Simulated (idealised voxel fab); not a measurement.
The process module that follows is named voxel wiring stack.
Cross-sectional view cut (width: 210 nm; square cell size: 5 nm).
Format of a cross-section: grid, square cells. Given as bands. Order: top down. Band: one or more rows of cells. Basically the band line says how high the top is and how high the bottom is, in nm, and then what's in it from left to right, every material with its width in nm. Empty space shows up as "empty", and if a single material carries "full width" it runs the full band edge to edge. Heights are reckoned from 0. Under this level, the received wafer is all of one material. The bottommost band is open-ended downward, for example "0..down". Quick explanation for "30..40": the width changes in equal steps down the rows of cells, from the first number in the band's top row to the second number in its bottom row. Key: "no alteration" - step with no changed cell in the cross-section. The entry "Enclosed cavity list" lists the empty spaces that cover at least 8 cells and have no open path to the top. Each is written as width x height at distance, where the distance is measured from the left edge and all three values are in nm. Heads up: the bit after the settings on a step's line is the simulator's remark on that step. You can add "overlay nm" to a step's line. For a step with a mask, it describes how far the mask lay to the right of its planned position, and a negative number describes a lay to the left.

-- Process steps foreseen in the plan
step 1: RECEIVE (material Si)
step 2: CONFORMAL_DEP (material SiO2; thk nm 15)
step 3: CONFORMAL_DEP (material SiCN; thk nm 5)
step 4: DIRECTIONAL_DEP (material SiO2; thk nm 25)
step 5: PATTERN (tone open; mask id METAL_1; material resist; width nm 20; pitch nm 35; thk nm 20; overlay nm 0)
step 6: DIRECTIONAL_ETCH (etch materials SiO2; depth nm 25)
step 7: DIRECTIONAL_ETCH (etch materials SiCN; depth nm 5)
step 8: STRIP (etch materials resist)
step 9: CONFORMAL_DEP (material TiN; thk nm 5)
step 10: FILL_DEP (material Cu; thk nm 5)
step 11: CMP (height nm 45)
step 12: CONFORMAL_DEP (material SiCN; thk nm 5)
step 13: DIRECTIONAL_DEP (material SiO2; thk nm 30)
step 14: DIRECTIONAL_DEP (material aC; thk nm 10)
step 15: PATTERN (tone open; mask id METAL_2_HOLES; material resist; width nm 15; pitch nm 35; thk nm 25; overlay nm 0)
step 16: DIRECTIONAL_ETCH (etch materials aC; depth nm 10)
step 17: STRIP (etch materials resist)
step 18: DIRECTIONAL_ETCH (etch materials SiO2; depth nm 30)
step 19: STRIP (etch materials aC)
step 20: DIRECTIONAL_DEP (material aC; thk nm 15)
step 21: PATTERN (tone open; mask id METAL_2; material resist; width nm 20; pitch nm 35; thk nm 30; overlay nm 0)
step 22: DIRECTIONAL_ETCH (etch materials aC; depth nm 15)
step 23: STRIP (etch materials resist)
step 24: DIRECTIONAL_ETCH (etch materials SiO2; depth nm 20)
step 25: DIRECTIONAL_ETCH (etch materials SiCN; depth nm 5)
step 26: STRIP (etch materials aC)
step 27: CONFORMAL_DEP (material TiN; thk nm 5)
step 28: FILL_DEP (material Cu; thk nm 10)
step 29: CMP (height nm 80)
step 30: CONFORMAL_DEP (material SiCN; thk nm 5)
step 31: DIRECTIONAL_DEP (material SiO2; thk nm 30)
step 32: MASKED_ETCH (tone open; mask id METAL_3_HOLES; width nm 15; pitch nm 70; etch materials SiO2; depth nm 30; overlay nm 0)
step 33: DIRECTIONAL_DEP (material aC; thk nm 15)
step 34: PATTERN (tone open; mask id METAL_3; material resist; width nm 20; pitch nm 35; thk nm 35; overlay nm 0)
step 35: DIRECTIONAL_ETCH (etch materials aC; depth nm 15)
step 36: STRIP (etch materials resist)
step 37: DIRECTIONAL_ETCH (etch materials SiO2; depth nm 20)
step 38: DIRECTIONAL_ETCH (etch materials SiCN; depth nm 5)
step 39: STRIP (etch materials aC)
step 40: CONFORMAL_DEP (material TiN; thk nm 5)
step 41: FILL_DEP (material Cu; thk nm 5)
step 42: CMP (height nm 115)
step 43: CONFORMAL_DEP (material SiCN; thk nm 5)
The wafers are alike at the start. At step 32, their width nm differs. The plan lists the first wafer's value.

-- Incoming state of the first of several wafers in cross-section: after step 1
0..down | Si full width
Enclosed cavity list: none

-- Rows = wafers. At module end, each row lists per material the cells gained (+) or lost (-) since the wafer was received, then the closed voids
width nm 15 | +106 Cu | +134 SiCN | +596 SiO2 | +172 TiN | Enclosed cavity list: none
width nm 20 | +112 Cu | +132 SiCN | +592 SiO2 | +172 TiN | Enclosed cavity list: none
width nm 25 | +122 Cu | +132 SiCN | +580 SiO2 | +174 TiN | Enclosed cavity list: none
width nm 30 | +132 Cu | +132 SiCN | +568 SiO2 | +176 TiN | Enclosed cavity list: none
